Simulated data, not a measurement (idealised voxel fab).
This is a process module. Its name is voxel trench capacitor.
The width of the displayed cross-section, cut, is 275 nm; its cells are square, with a size of 5 nm.
For the purposes of this document, a cross-section shall be understood as a grid of square cells, specified as bands listed in top-to-bottom order, each band consisting of one or more rows of cells. The band entry comprises the height of the band's top followed by the height of its bottom, expressed in nm, and subsequently the band's materials from left to right, each stated together with its width in nm. Where a single material is marked with the word "edge to edge", that material fills the band from edge to edge. The word "blank" represents empty space. Where do heights start? At 0: under that level the wafer as delivered is made of one material only. And the lowest band has no floor; it just carries on downward, as in "top 0, no bottom". Width: "30->40" (first number = top row, second number = bottom row, same change from row to row of cells). Step marked "changes: none"? Then no cell in the cross-section changed in it. "Enclosed internal voids" specifies each empty space that is not open to the top and that occupies no fewer than 8 cells, using the form width x height at distance, the distance measured from the left edge and all three quantities in nm. Text after the settings on a step's line: the simulator's own remark on that step. Steps that use a mask can have "overlay nm" on their line. It says how far the mask sat to the right of where it was meant to be. Negative means to the left. In what follows, pairs of cross-sections are presented, each taken before and after one process step, with the after cross-section shown only down to the lowest band that was altered; the step, together with its settings, is stated below the pair. The pairs may stem from different runs of this module on the same starting wafer; accordingly, a pair should be taken as continuing from the one above it solely where its entry headed "Pre-step view" indicates as much.

Pre-step view
* top 0, no bottom: Si edge to edge
* Enclosed internal voids: none

Post-Step Appearance
* top 10, bottom 0: SiN edge to edge
* For the remainder of the cross-section, below 0, there is no change.
* Enclosed internal voids: none
Before/after cross-sections above; step in between: op CONFORMAL_DEP | material SiN | thk nm 10

Pre-step view: see the after view in the pair directly above.

Post-Step Appearance
* top 20, bottom 10: aC edge to edge
* For the remainder of the cross-section, below 10, there is no change.
* Enclosed internal voids: none
Before/after cross-sections above; step in between: op DIRECTIONAL_DEP | material aC | thk nm 10

Pre-step view: see the after view in the pair directly above.

Post-Step Appearance
* top 45, bottom 20: 105 resist, 25 blank, 15 resist, 25 blank, 105 resist
* For the remainder of the cross-section, below 20, there is no change.
* Enclosed internal voids: none
Before/after cross-sections above; step in between: op PATTERN | tone open | mask id TRENCH | material resist | width nm 25 | pitch nm 40 | thk nm 25 | overlay nm 0

Pre-step view: see the after view in the pair directly above.

Post-Step Appearance
* top 35, bottom 20: 105 resist, 25 blank, 15 resist, 25 blank, 105 resist
* top 20, bottom 10: 105 aC, 25 blank, 15 aC, 25 blank, 105 aC
* For the remainder of the cross-section, below 10, there is no change.
* Enclosed internal voids: none
Before/after cross-sections above; step in between: op DIRECTIONAL_ETCH | etch materials aC | depth nm 10

Pre-step view: see the after view in the pair directly above.

Post-Step Appearance
* top 20, bottom 10: 105 aC, 25 blank, 15 aC, 25 blank, 105 aC
* For the remainder of the cross-section, below 10, there is no change.
* Enclosed internal voids: none
Before/after cross-sections above; step in between: op STRIP | etch materials resist

Pre-step view: see the after view in the pair directly above.

Post-Step Appearance
* top 20, bottom 10: 105 aC, 25 blank, 15 aC, 25 blank, 105 aC
* top 10, bottom 0: 105 SiN, 25 blank, 15 SiN, 25 blank, 105 SiN
* For the remainder of the cross-section, below 0, there is no change.
* Enclosed internal voids: none
Before/after cross-sections above; step in between: op DIRECTIONAL_ETCH | etch materials SiN | depth nm 10

Pre-step view: see the after view in the pair directly above.

Post-Step Appearance
* top 20, bottom 10: 105 aC, 25 blank, 15 aC, 25 blank, 105 aC
* top 10, bottom 0: 105 SiN, 25 blank, 15 SiN, 25 blank, 105 SiN
* top 0, bottom -30: 105 Si, 25 blank, 15 Si, 25 blank, 105 Si
* For the remainder of the cross-section, below -30, there is no change.
* Enclosed internal voids: none
Before/after cross-sections above; step in between: op DIRECTIONAL_ETCH | etch materials Si | depth nm 30

Pre-step view: see the after view in the pair directly above.

Post-Step Appearance
* top 10, bottom 0: 105 SiN, 25 blank, 15 SiN, 25 blank, 105 SiN
* For the remainder of the cross-section, below 0, there is no change.
* Enclosed internal voids: none
Before/after cross-sections above; step in between: op STRIP | etch materials aC

Pre-step view: see the after view in the pair directly above.

Post-Step Appearance
* top 15, bottom 10: 110 HfO2, 15 blank, 25 HfO2, 15 blank, 110 HfO2
* top 10, bottom 0: 105 SiN, 5 HfO2, 15 blank, 5 HfO2, 15 SiN, 5 HfO2, 15 blank, 5 HfO2, 105 SiN
* top 0, bottom -25: 105 Si, 5 HfO2, 15 blank, 5 HfO2, 15 Si, 5 HfO2, 15 blank, 5 HfO2, 105 Si
* top -25, bottom -30: 105 Si, 25 HfO2, 15 Si, 25 HfO2, 105 Si
* For the remainder of the cross-section, below -30, there is no change.
* Enclosed internal voids: none
Before/after cross-sections above; step in between: op CONFORMAL_DEP | material HfO2 | thk nm 5

Pre-step view: see the after view in the pair directly above.

Post-Step Appearance
* top 20, bottom 15: 115 TiN, 5 blank, 35 TiN, 5 blank, 115 TiN
* top 15, bottom 10: 110 HfO2, 5 TiN, 5 blank, 5 TiN, 25 HfO2, 5 TiN, 5 blank, 5 TiN, 110 HfO2
* top 10, bottom 0: 105 SiN, 5 HfO2, 5 TiN, 5 blank, 5 TiN, 5 HfO2, 15 SiN, 5 HfO2, 5 TiN, 5 blank, 5 TiN, 5 HfO2, 105 SiN
* top 0, bottom -20: 105 Si, 5 HfO2, 5 TiN, 5 blank, 5 TiN, 5 HfO2, 15 Si, 5 HfO2, 5 TiN, 5 blank, 5 TiN, 5 HfO2, 105 Si
* top -20, bottom -25: 105 Si, 5 HfO2, 15 TiN, 5 HfO2, 15 Si, 5 HfO2, 15 TiN, 5 HfO2, 105 Si
* For the remainder of the cross-section, below -25, there is no change.
* Enclosed internal voids: none
Before/after cross-sections above; step in between: op CONFORMAL_DEP | material TiN | thk nm 5

Pre-step view: see the after view in the pair directly above.

Post-Step Appearance
* top 30, bottom 20: W edge to edge
* top 20, bottom 15: 115 TiN, 5 W, 35 TiN, 5 W, 115 TiN
* top 15, bottom 10: 110 HfO2, 5 TiN, 5 W, 5 TiN, 25 HfO2, 5 TiN, 5 W, 5 TiN, 110 HfO2
* top 10, bottom 0: 105 SiN, 5 HfO2, 5 TiN, 5 W, 5 TiN, 5 HfO2, 15 SiN, 5 HfO2, 5 TiN, 5 W, 5 TiN, 5 HfO2, 105 SiN
* top 0, bottom -20: 105 Si, 5 HfO2, 5 TiN, 5 W, 5 TiN, 5 HfO2, 15 Si, 5 HfO2, 5 TiN, 5 W, 5 TiN, 5 HfO2, 105 Si
* For the remainder of the cross-section, below -20, there is no change.
* Enclosed internal voids: none
Before/after cross-sections above; step in between: op FILL_DEP | material W | thk nm 10

Pre-step view: see the after view in the pair directly above.

Post-Step Appearance
* top 10, bottom 0: 105 SiN, 5 HfO2, 5 TiN, 5 W, 5 TiN, 5 HfO2, 15 SiN, 5 HfO2, 5 TiN, 5 W, 5 TiN, 5 HfO2, 105 SiN
* For the remainder of the cross-section, below 0, there is no change.
* Enclosed internal voids: none
Before/after cross-sections above; step in between: op CMP | height nm 10

Pre-step view
* top 10, bottom 0: 105 SiN, 25 blank, 15 SiN, 25 blank, 105 SiN
* top 0, bottom -30: 105 Si, 25 blank, 15 Si, 25 blank, 105 Si
* top -30, no bottom: Si edge to edge
* Enclosed internal voids: none

Post-Step Appearance
* top 15, bottom 10: 110 TiN, 15 blank, 25 TiN, 15 blank, 110 TiN
* top 10, bottom 0: 105 SiN, 5 TiN, 15 blank, 5 TiN, 15 SiN, 5 TiN, 15 blank, 5 TiN, 105 SiN
* top 0, bottom -25: 105 Si, 5 TiN, 15 blank, 5 TiN, 15 Si, 5 TiN, 15 blank, 5 TiN, 105 Si
* top -25, bottom -30: 105 Si, 25 TiN, 15 Si, 25 TiN, 105 Si
* For the remainder of the cross-section, below -30, there is no change.
* Enclosed internal voids: none
Before/after cross-sections above; step in between: op CONFORMAL_DEP | material TiN | thk nm 5

Pre-step view: see the after view in the pair directly above.

Post-Step Appearance
* top 25, bottom 15: W edge to edge
* top 15, bottom 10: 110 TiN, 15 W, 25 TiN, 15 W, 110 TiN
* top 10, bottom 0: 105 SiN, 5 TiN, 15 W, 5 TiN, 15 SiN, 5 TiN, 15 W, 5 TiN, 105 SiN
* top 0, bottom -25: 105 Si, 5 TiN, 15 W, 5 TiN, 15 Si, 5 TiN, 15 W, 5 TiN, 105 Si
* For the remainder of the cross-section, below -25, there is no change.
* Enclosed internal voids: none
Before/after cross-sections above; step in between: op FILL_DEP | material W | thk nm 10

Pre-step view: see the after view in the pair directly above.

Post-Step Appearance
* top 10, bottom 0: 105 SiN, 5 TiN, 15 W, 5 TiN, 15 SiN, 5 TiN, 15 W, 5 TiN, 105 SiN
* For the remainder of the cross-section, below 0, there is no change.
* Enclosed internal voids: none
Before/after cross-sections above; step in between: op CMP | height nm 10

Pre-step view
* top 20, bottom 10: 105 aC, 25 blank, 15 aC, 25 blank, 105 aC
* top 10, bottom 0: 105 SiN, 25 blank, 15 SiN, 25 blank, 105 SiN
* top 0, bottom -30: 105 Si, 25 blank, 15 Si, 25 blank, 105 Si
* top -30, no bottom: Si edge to edge
* Enclosed internal voids: none

Post-Step Appearance
* top 20, bottom 10: 105 aC, 25 blank, 15 aC, 25 blank, 105 aC
* top 10, bottom 0: 105 SiN, 25 blank, 15 SiN, 25 blank, 105 SiN
* top 0, bottom -60: 105 Si, 25 blank, 15 Si, 25 blank, 105 Si
* For the remainder of the cross-section, below -60, there is no change.
* Enclosed internal voids: none
Before/after cross-sections above; step in between: op DIRECTIONAL_ETCH | etch materials Si | depth nm 30

Pre-step view: see the after view in the pair directly above.

Post-Step Appearance
* top 10, bottom 0: 105 SiN, 25 blank, 15 SiN, 25 blank, 105 SiN
* For the remainder of the cross-section, below 0, there is no change.
* Enclosed internal voids: none
Before/after cross-sections above; step in between: op STRIP | etch materials aC

Pre-step view: see the after view in the pair directly above.

Post-Step Appearance
* top 15, bottom 10: 110 HfO2, 15 blank, 25 HfO2, 15 blank, 110 HfO2
* top 10, bottom 0: 105 SiN, 5 HfO2, 15 blank, 5 HfO2, 15 SiN, 5 HfO2, 15 blank, 5 HfO2, 105 SiN
* top 0, bottom -55: 105 Si, 5 HfO2, 15 blank, 5 HfO2, 15 Si, 5 HfO2, 15 blank, 5 HfO2, 105 Si
* top -55, bottom -60: 105 Si, 25 HfO2, 15 Si, 25 HfO2, 105 Si
* For the remainder of the cross-section, below -60, there is no change.
* Enclosed internal voids: none
Before/after cross-sections above; step in between: op CONFORMAL_DEP | material HfO2 | thk nm 5

Pre-step view: see the after view in the pair directly above.

Post-Step Appearance
* top 20, bottom 15: 115 TiN, 5 blank, 35 TiN, 5 blank, 115 TiN
* top 15, bottom 10: 110 HfO2, 5 TiN, 5 blank, 5 TiN, 25 HfO2, 5 TiN, 5 blank, 5 TiN, 110 HfO2
* top 10, bottom 0: 105 SiN, 5 HfO2, 5 TiN, 5 blank, 5 TiN, 5 HfO2, 15 SiN, 5 HfO2, 5 TiN, 5 blank, 5 TiN, 5 HfO2, 105 SiN
* top 0, bottom -50: 105 Si, 5 HfO2, 5 TiN, 5 blank, 5 TiN, 5 HfO2, 15 Si, 5 HfO2, 5 TiN, 5 blank, 5 TiN, 5 HfO2, 105 Si
* top -50, bottom -55: 105 Si, 5 HfO2, 15 TiN, 5 HfO2, 15 Si, 5 HfO2, 15 TiN, 5 HfO2, 105 Si
* For the remainder of the cross-section, below -55, there is no change.
* Enclosed internal voids: none
Before/after cross-sections above; step in between: op CONFORMAL_DEP | material TiN | thk nm 5

Pre-step view: see the after view in the pair directly above.

Post-Step Appearance
* top 30, bottom 20: W edge to edge
* top 20, bottom 15: 115 TiN, 5 W, 35 TiN, 5 W, 115 TiN
* top 15, bottom 10: 110 HfO2, 5 TiN, 5 W, 5 TiN, 25 HfO2, 5 TiN, 5 W, 5 TiN, 110 HfO2
* top 10, bottom 0: 105 SiN, 5 HfO2, 5 TiN, 5 W, 5 TiN, 5 HfO2, 15 SiN, 5 HfO2, 5 TiN, 5 W, 5 TiN, 5 HfO2, 105 SiN
* top 0, bottom -50: 105 Si, 5 HfO2, 5 TiN, 5 W, 5 TiN, 5 HfO2, 15 Si, 5 HfO2, 5 TiN, 5 W, 5 TiN, 5 HfO2, 105 Si
* For the remainder of the cross-section, below -50, there is no change.
* Enclosed internal voids: none
Before/after cross-sections above; step in between: op FILL_DEP | material W | thk nm 10

Pre-step view: see the after view in the pair directly above.

Post-Step Appearance
* top 10, bottom 0: 105 SiN, 5 HfO2, 5 TiN, 5 W, 5 TiN, 5 HfO2, 15 SiN, 5 HfO2, 5 TiN, 5 W, 5 TiN, 5 HfO2, 105 SiN
* For the remainder of the cross-section, below 0, there is no change.
* Enclosed internal voids: none
Before/after cross-sections above; step in between: op CMP | height nm 10

Pre-step view
* top 15, bottom 10: 110 TiN, 15 blank, 25 TiN, 15 blank, 110 TiN
* top 10, bottom 0: 105 SiN, 5 TiN, 15 blank, 5 TiN, 15 SiN, 5 TiN, 15 blank, 5 TiN, 105 SiN
* top 0, bottom -25: 105 Si, 5 TiN, 15 blank, 5 TiN, 15 Si, 5 TiN, 15 blank, 5 TiN, 105 Si
* top -25, bottom -30: 105 Si, 25 TiN, 15 Si, 25 TiN, 105 Si
* top -30, no bottom: Si edge to edge
* Enclosed internal voids: none

Post-Step Appearance
* top 20, bottom 15: 115 HfO2, 5 blank, 35 HfO2, 5 blank, 115 HfO2
* top 15, bottom 10: 110 TiN, 5 HfO2, 5 blank, 5 HfO2, 25 TiN, 5 HfO2, 5 blank, 5 HfO2, 110 TiN
* top 10, bottom 0: 105 SiN, 5 TiN, 5 HfO2, 5 blank, 5 HfO2, 5 TiN, 15 SiN, 5 TiN, 5 HfO2, 5 blank, 5 HfO2, 5 TiN, 105 SiN
* top 0, bottom -20: 105 Si, 5 TiN, 5 HfO2, 5 blank, 5 HfO2, 5 TiN, 15 Si, 5 TiN, 5 HfO2, 5 blank, 5 HfO2, 5 TiN, 105 Si
* top -20, bottom -25: 105 Si, 5 TiN, 15 HfO2, 5 TiN, 15 Si, 5 TiN, 15 HfO2, 5 TiN, 105 Si
* For the remainder of the cross-section, below -25, there is no change.
* Enclosed internal voids: none
Before/after cross-sections above; step in between: op CONFORMAL_DEP | material HfO2 | thk nm 5

Pre-step view: see the after view in the pair directly above.

Post-Step Appearance
* top 30, bottom 20: W edge to edge
* top 20, bottom 15: 115 HfO2, 5 W, 35 HfO2, 5 W, 115 HfO2
* top 15, bottom 10: 110 TiN, 5 HfO2, 5 W, 5 HfO2, 25 TiN, 5 HfO2, 5 W, 5 HfO2, 110 TiN
* top 10, bottom 0: 105 SiN, 5 TiN, 5 HfO2, 5 W, 5 HfO2, 5 TiN, 15 SiN, 5 TiN, 5 HfO2, 5 W, 5 HfO2, 5 TiN, 105 SiN
* top 0, bottom -20: 105 Si, 5 TiN, 5 HfO2, 5 W, 5 HfO2, 5 TiN, 15 Si, 5 TiN, 5 HfO2, 5 W, 5 HfO2, 5 TiN, 105 Si
* For the remainder of the cross-section, below -20, there is no change.
* Enclosed internal voids: none
Before/after cross-sections above; step in between: op FILL_DEP | material W | thk nm 10

Pre-step view: see the after view in the pair directly above.

Post-Step Appearance
* top 10, bottom 0: 105 SiN, 5 TiN, 5 HfO2, 5 W, 5 HfO2, 5 TiN, 15 SiN, 5 TiN, 5 HfO2, 5 W, 5 HfO2, 5 TiN, 105 SiN
* For the remainder of the cross-section, below 0, there is no change.
* Enclosed internal voids: none
Before/after cross-sections above; step in between: op CMP | height nm 10

Pre-step view
* top 30, bottom 20: W edge to edge
* top 20, bottom 15: 115 TiN, 5 W, 35 TiN, 5 W, 115 TiN
* top 15, bottom 10: 110 HfO2, 5 TiN, 5 W, 5 TiN, 25 HfO2, 5 TiN, 5 W, 5 TiN, 110 HfO2
* top 10, bottom 0: 105 SiN, 5 HfO2, 5 TiN, 5 W, 5 TiN, 5 HfO2, 15 SiN, 5 HfO2, 5 TiN, 5 W, 5 TiN, 5 HfO2, 105 SiN
* top 0, bottom -20: 105 Si, 5 HfO2, 5 TiN, 5 W, 5 TiN, 5 HfO2, 15 Si, 5 HfO2, 5 TiN, 5 W, 5 TiN, 5 HfO2, 105 Si
* top -20, bottom -25: 105 Si, 5 HfO2, 15 TiN, 5 HfO2, 15 Si, 5 HfO2, 15 TiN, 5 HfO2, 105 Si
* top -25, bottom -30: 105 Si, 25 HfO2, 15 Si, 25 HfO2, 105 Si
* top -30, no bottom: Si edge to edge
* Enclosed internal voids: none

Post-Step Appearance
* top 15, bottom 10: 110 HfO2, 5 TiN, 5 W, 5 TiN, 25 HfO2, 5 TiN, 5 W, 5 TiN, 110 HfO2
* For the remainder of the cross-section, below 10, there is no change.
* Enclosed internal voids: none
Before/after cross-sections above; step in between: op CMP | height nm 15

Pre-step view
* top 20, bottom 10: aC edge to edge
* top 10, bottom 0: SiN edge to edge
* top 0, no bottom: Si edge to edge
* Enclosed internal voids: none

Post-Step Appearance
* top 45, bottom 20: 110 resist, 15 blank, 25 resist, 15 blank, 110 resist
* For the remainder of the cross-section, below 20, there is no change.
* Enclosed internal voids: none
Before/after cross-sections above; step in between: op PATTERN | tone open | mask id TRENCH | material resist | width nm 15 | pitch nm 40 | thk nm 25 | overlay nm 0

Pre-step view: see the after view in the pair directly above.

Post-Step Appearance
* top 35, bottom 20: 110 resist, 15 blank, 25 resist, 15 blank, 110 resist
* top 20, bottom 10: 110 aC, 15 blank, 25 aC, 15 blank, 110 aC
* For the remainder of the cross-section, below 10, there is no change.
* Enclosed internal voids: none
Before/after cross-sections above; step in between: op DIRECTIONAL_ETCH | etch materials aC | depth nm 10

Pre-step view: see the after view in the pair directly above.

Post-Step Appearance
* top 20, bottom 10: 110 aC, 15 blank, 25 aC, 15 blank, 110 aC
* For the remainder of the cross-section, below 10, there is no change.
* Enclosed internal voids: none
Before/after cross-sections above; step in between: op STRIP | etch materials resist

Pre-step view: see the after view in the pair directly above.

Post-Step Appearance
* top 20, bottom 10: 110 aC, 15 blank, 25 aC, 15 blank, 110 aC
* top 10, bottom 0: 110 SiN, 15 blank, 25 SiN, 15 blank, 110 SiN
* For the remainder of the cross-section, below 0, there is no change.
* Enclosed internal voids: none
Before/after cross-sections above; step in between: op DIRECTIONAL_ETCH | etch materials SiN | depth nm 10

Pre-step view: see the after view in the pair directly above.

Post-Step Appearance
* top 20, bottom 10: 110 aC, 15 blank, 25 aC, 15 blank, 110 aC
* top 10, bottom 0: 110 SiN, 15 blank, 25 SiN, 15 blank, 110 SiN
* top 0, bottom -30: 110 Si, 15 blank, 25 Si, 15 blank, 110 Si
* For the remainder of the cross-section, below -30, there is no change.
* Enclosed internal voids: none
Before/after cross-sections above; step in between: op DIRECTIONAL_ETCH | etch materials Si | depth nm 30

Pre-step view: see the after view in the pair directly above.

Post-Step Appearance
* top 10, bottom 0: 110 SiN, 15 blank, 25 SiN, 15 blank, 110 SiN
* For the remainder of the cross-section, below 0, there is no change.
* Enclosed internal voids: none
Before/after cross-sections above; step in between: op STRIP | etch materials aC

Pre-step view: see the after view in the pair directly above.

Post-Step Appearance
* top 15, bottom 10: 115 HfO2, 5 blank, 35 HfO2, 5 blank, 115 HfO2
* top 10, bottom 0: 110 SiN, 5 HfO2, 5 blank, 5 HfO2, 25 SiN, 5 HfO2, 5 blank, 5 HfO2, 110 SiN
* top 0, bottom -25: 110 Si, 5 HfO2, 5 blank, 5 HfO2, 25 Si, 5 HfO2, 5 blank, 5 HfO2, 110 Si
* top -25, bottom -30: 110 Si, 15 HfO2, 25 Si, 15 HfO2, 110 Si
* For the remainder of the cross-section, below -30, there is no change.
* Enclosed internal voids: none
Before/after cross-sections above; step in between: op CONFORMAL_DEP | material HfO2 | thk nm 5

Pre-step view: see the after view in the pair directly above.

Post-Step Appearance
* top 20, bottom 15: TiN edge to edge
* top 15, bottom 10: 115 HfO2, 5 TiN, 35 HfO2, 5 TiN, 115 HfO2
* top 10, bottom 0: 110 SiN, 5 HfO2, 5 TiN, 5 HfO2, 25 SiN, 5 HfO2, 5 TiN, 5 HfO2, 110 SiN
* top 0, bottom -25: 110 Si, 5 HfO2, 5 TiN, 5 HfO2, 25 Si, 5 HfO2, 5 TiN, 5 HfO2, 110 Si
* For the remainder of the cross-section, below -25, there is no change.
* Enclosed internal voids: none
Before/after cross-sections above; step in between: op CONFORMAL_DEP | material TiN | thk nm 5

Pre-step view: see the after view in the pair directly above.

Post-Step Appearance
* top 30, bottom 20: W edge to edge
* For the remainder of the cross-section, below 20, there is no change.
* Enclosed internal voids: none
Before/after cross-sections above; step in between: op FILL_DEP | material W | thk nm 10

Pre-step view: see the after view in the pair directly above.

Post-Step Appearance
* top 10, bottom 0: 110 SiN, 5 HfO2, 5 TiN, 5 HfO2, 25 SiN, 5 HfO2, 5 TiN, 5 HfO2, 110 SiN
* For the remainder of the cross-section, below 0, there is no change.
* Enclosed internal voids: none
Before/after cross-sections above; step in between: op CMP | height nm 10

Pre-step view
* top 20, bottom 10: aC edge to edge
* top 10, bottom 0: SiN edge to edge
* top 0, no bottom: Si edge to edge
* Enclosed internal voids: none

Post-Step Appearance
* top 45, bottom 20: 115 resist, 25 blank, 15 resist, 25 blank, 95 resist
* For the remainder of the cross-section, below 20, there is no change.
* Enclosed internal voids: none
Before/after cross-sections above; step in between: op PATTERN | tone open | mask id TRENCH | material resist | width nm 25 | pitch nm 40 | thk nm 25 | overlay nm 10

Pre-step view: see the after view in the pair directly above.

Post-Step Appearance
* top 35, bottom 20: 115 resist, 25 blank, 15 resist, 25 blank, 95 resist
* top 20, bottom 10: 115 aC, 25 blank, 15 aC, 25 blank, 95 aC
* For the remainder of the cross-section, below 10, there is no change.
* Enclosed internal voids: none
Before/after cross-sections above; step in between: op DIRECTIONAL_ETCH | etch materials aC | depth nm 10

Pre-step view: see the after view in the pair directly above.

Post-Step Appearance
* top 20, bottom 10: 115 aC, 25 blank, 15 aC, 25 blank, 95 aC
* For the remainder of the cross-section, below 10, there is no change.
* Enclosed internal voids: none
Before/after cross-sections above; step in between: op STRIP | etch materials resist

Pre-step view: see the after view in the pair directly above.

Post-Step Appearance
* top 20, bottom 10: 115 aC, 25 blank, 15 aC, 25 blank, 95 aC
* top 10, bottom 0: 115 SiN, 25 blank, 15 SiN, 25 blank, 95 SiN
* For the remainder of the cross-section, below 0, there is no change.
* Enclosed internal voids: none
Before/after cross-sections above; step in between: op DIRECTIONAL_ETCH | etch materials SiN | depth nm 10

Pre-step view: see the after view in the pair directly above.

Post-Step Appearance
* top 20, bottom 10: 115 aC, 25 blank, 15 aC, 25 blank, 95 aC
* top 10, bottom 0: 115 SiN, 25 blank, 15 SiN, 25 blank, 95 SiN
* top 0, bottom -30: 115 Si, 25 blank, 15 Si, 25 blank, 95 Si
* For the remainder of the cross-section, below -30, there is no change.
* Enclosed internal voids: none
Before/after cross-sections above; step in between: op DIRECTIONAL_ETCH | etch materials Si | depth nm 30

Pre-step view: see the after view in the pair directly above.

Post-Step Appearance
* top 10, bottom 0: 115 SiN, 25 blank, 15 SiN, 25 blank, 95 SiN
* For the remainder of the cross-section, below 0, there is no change.
* Enclosed internal voids: none
Before/after cross-sections above; step in between: op STRIP | etch materials aC

Pre-step view: see the after view in the pair directly above.

Post-Step Appearance
* top 15, bottom 10: 120 HfO2, 15 blank, 25 HfO2, 15 blank, 100 HfO2
* top 10, bottom 0: 115 SiN, 5 HfO2, 15 blank, 5 HfO2, 15 SiN, 5 HfO2, 15 blank, 5 HfO2, 95 SiN
* top 0, bottom -25: 115 Si, 5 HfO2, 15 blank, 5 HfO2, 15 Si, 5 HfO2, 15 blank, 5 HfO2, 95 Si
* top -25, bottom -30: 115 Si, 25 HfO2, 15 Si, 25 HfO2, 95 Si
* For the remainder of the cross-section, below -30, there is no change.
* Enclosed internal voids: none
Before/after cross-sections above; step in between: op CONFORMAL_DEP | material HfO2 | thk nm 5

Pre-step view: see the after view in the pair directly above.

Post-Step Appearance
* top 20, bottom 15: 125 TiN, 5 blank, 35 TiN, 5 blank, 105 TiN
* top 15, bottom 10: 120 HfO2, 5 TiN, 5 blank, 5 TiN, 25 HfO2, 5 TiN, 5 blank, 5 TiN, 100 HfO2
* top 10, bottom 0: 115 SiN, 5 HfO2, 5 TiN, 5 blank, 5 TiN, 5 HfO2, 15 SiN, 5 HfO2, 5 TiN, 5 blank, 5 TiN, 5 HfO2, 95 SiN
* top 0, bottom -20: 115 Si, 5 HfO2, 5 TiN, 5 blank, 5 TiN, 5 HfO2, 15 Si, 5 HfO2, 5 TiN, 5 blank, 5 TiN, 5 HfO2, 95 Si
* top -20, bottom -25: 115 Si, 5 HfO2, 15 TiN, 5 HfO2, 15 Si, 5 HfO2, 15 TiN, 5 HfO2, 95 Si
* For the remainder of the cross-section, below -25, there is no change.
* Enclosed internal voids: none
Before/after cross-sections above; step in between: op CONFORMAL_DEP | material TiN | thk nm 5

Pre-step view: see the after view in the pair directly above.

Post-Step Appearance
* top 30, bottom 20: W edge to edge
* top 20, bottom 15: 125 TiN, 5 W, 35 TiN, 5 W, 105 TiN
* top 15, bottom 10: 120 HfO2, 5 TiN, 5 W, 5 TiN, 25 HfO2, 5 TiN, 5 W, 5 TiN, 100 HfO2
* top 10, bottom 0: 115 SiN, 5 HfO2, 5 TiN, 5 W, 5 TiN, 5 HfO2, 15 SiN, 5 HfO2, 5 TiN, 5 W, 5 TiN, 5 HfO2, 95 SiN
* top 0, bottom -20: 115 Si, 5 HfO2, 5 TiN, 5 W, 5 TiN, 5 HfO2, 15 Si, 5 HfO2, 5 TiN, 5 W, 5 TiN, 5 HfO2, 95 Si
* For the remainder of the cross-section, below -20, there is no change.
* Enclosed internal voids: none
Before/after cross-sections above; step in between: op FILL_DEP | material W | thk nm 10

Pre-step view: see the after view in the pair directly above.

Post-Step Appearance
* top 10, bottom 0: 115 SiN, 5 HfO2, 5 TiN, 5 W, 5 TiN, 5 HfO2, 15 SiN, 5 HfO2, 5 TiN, 5 W, 5 TiN, 5 HfO2, 95 SiN
* For the remainder of the cross-section, below 0, there is no change.
* Enclosed internal voids: none
Before/after cross-sections above; step in between: op CMP | height nm 10

Pre-step view
* top 20, bottom 15: 115 TiN, 5 blank, 35 TiN, 5 blank, 115 TiN
* top 15, bottom 10: 110 HfO2, 5 TiN, 5 blank, 5 TiN, 25 HfO2, 5 TiN, 5 blank, 5 TiN, 110 HfO2
* top 10, bottom 0: 105 SiN, 5 HfO2, 5 TiN, 5 blank, 5 TiN, 5 HfO2, 15 SiN, 5 HfO2, 5 TiN, 5 blank, 5 TiN, 5 HfO2, 105 SiN
* top 0, bottom -20: 105 Si, 5 HfO2, 5 TiN, 5 blank, 5 TiN, 5 HfO2, 15 Si, 5 HfO2, 5 TiN, 5 blank, 5 TiN, 5 HfO2, 105 Si
* top -20, bottom -25: 105 Si, 5 HfO2, 15 TiN, 5 HfO2, 15 Si, 5 HfO2, 15 TiN, 5 HfO2, 105 Si
* top -25, bottom -30: 105 Si, 25 HfO2, 15 Si, 25 HfO2, 105 Si
* top -30, no bottom: Si edge to edge
* Enclosed internal voids: none

Post-Step Appearance
* top 30, bottom 20: SiN edge to edge
* top 20, bottom 15: 115 TiN, 5 SiN, 35 TiN, 5 SiN, 115 TiN
* top 15, bottom 10: 110 HfO2, 5 TiN, 5 SiN, 5 TiN, 25 HfO2, 5 TiN, 5 SiN, 5 TiN, 110 HfO2
* top 10, bottom 0: 105 SiN, 5 HfO2, 5 TiN, 5 SiN, 5 TiN, 5 HfO2, 15 SiN, 5 HfO2, 5 TiN, 5 SiN, 5 TiN, 5 HfO2, 105 SiN
* top 0, bottom -20: 105 Si, 5 HfO2, 5 TiN, 5 SiN, 5 TiN, 5 HfO2, 15 Si, 5 HfO2, 5 TiN, 5 SiN, 5 TiN, 5 HfO2, 105 Si
* For the remainder of the cross-section, below -20, there is no change.
* Enclosed internal voids: none
Before/after cross-sections above; step in between: op FILL_DEP | material SiN | thk nm 10

Pre-step view: see the after view in the pair directly above.

Post-Step Appearance
* top 10, bottom 0: 105 SiN, 5 HfO2, 5 TiN, 5 SiN, 5 TiN, 5 HfO2, 15 SiN, 5 HfO2, 5 TiN, 5 SiN, 5 TiN, 5 HfO2, 105 SiN
* For the remainder of the cross-section, below 0, there is no change.
* Enclosed internal voids: none
Before/after cross-sections above; step in between: op CMP | height nm 10

Pre-step view
* top 20, bottom 10: aC edge to edge
* top 10, bottom 0: SiN edge to edge
* top 0, no bottom: Si edge to edge
* Enclosed internal voids: none

Post-Step Appearance
* top 45, bottom 20: 105 blank, 25 resist, 15 blank, 25 resist, 105 blank
* For the remainder of the cross-section, below 20, there is no change.
* Enclosed internal voids: none
Before/after cross-sections above; step in between: op PATTERN | tone cover | mask id TRENCH | material resist | width nm 25 | pitch nm 40 | thk nm 25 | overlay nm 0

Pre-step view: see the after view in the pair directly above.

Post-Step Appearance
* top 35, bottom 20: 105 blank, 25 resist, 15 blank, 25 resist, 105 blank
* top 20, bottom 10: 105 blank, 25 aC, 15 blank, 25 aC, 105 blank
* For the remainder of the cross-section, below 10, there is no change.
* Enclosed internal voids: none
Before/after cross-sections above; step in between: op DIRECTIONAL_ETCH | etch materials aC | depth nm 10

Pre-step view: see the after view in the pair directly above.

Post-Step Appearance
* top 20, bottom 10: 105 blank, 25 aC, 15 blank, 25 aC, 105 blank
* For the remainder of the cross-section, below 10, there is no change.
* Enclosed internal voids: none
Before/after cross-sections above; step in between: op STRIP | etch materials resist

Pre-step view: see the after view in the pair directly above.

Post-Step Appearance
* top 20, bottom 10: 105 blank, 25 aC, 15 blank, 25 aC, 105 blank
* top 10, bottom 0: 105 blank, 25 SiN, 15 blank, 25 SiN, 105 blank
* For the remainder of the cross-section, below 0, there is no change.
* Enclosed internal voids: none
Before/after cross-sections above; step in between: op DIRECTIONAL_ETCH | etch materials SiN | depth nm 10

Pre-step view: see the after view in the pair directly above.

Post-Step Appearance
* top 20, bottom 10: 105 blank, 25 aC, 15 blank, 25 aC, 105 blank
* top 10, bottom 0: 105 blank, 25 SiN, 15 blank, 25 SiN, 105 blank
* top 0, bottom -30: 105 blank, 25 Si, 15 blank, 25 Si, 105 blank
* For the remainder of the cross-section, below -30, there is no change.
* Enclosed internal voids: none
Before/after cross-sections above; step in between: op DIRECTIONAL_ETCH | etch materials Si | depth nm 30
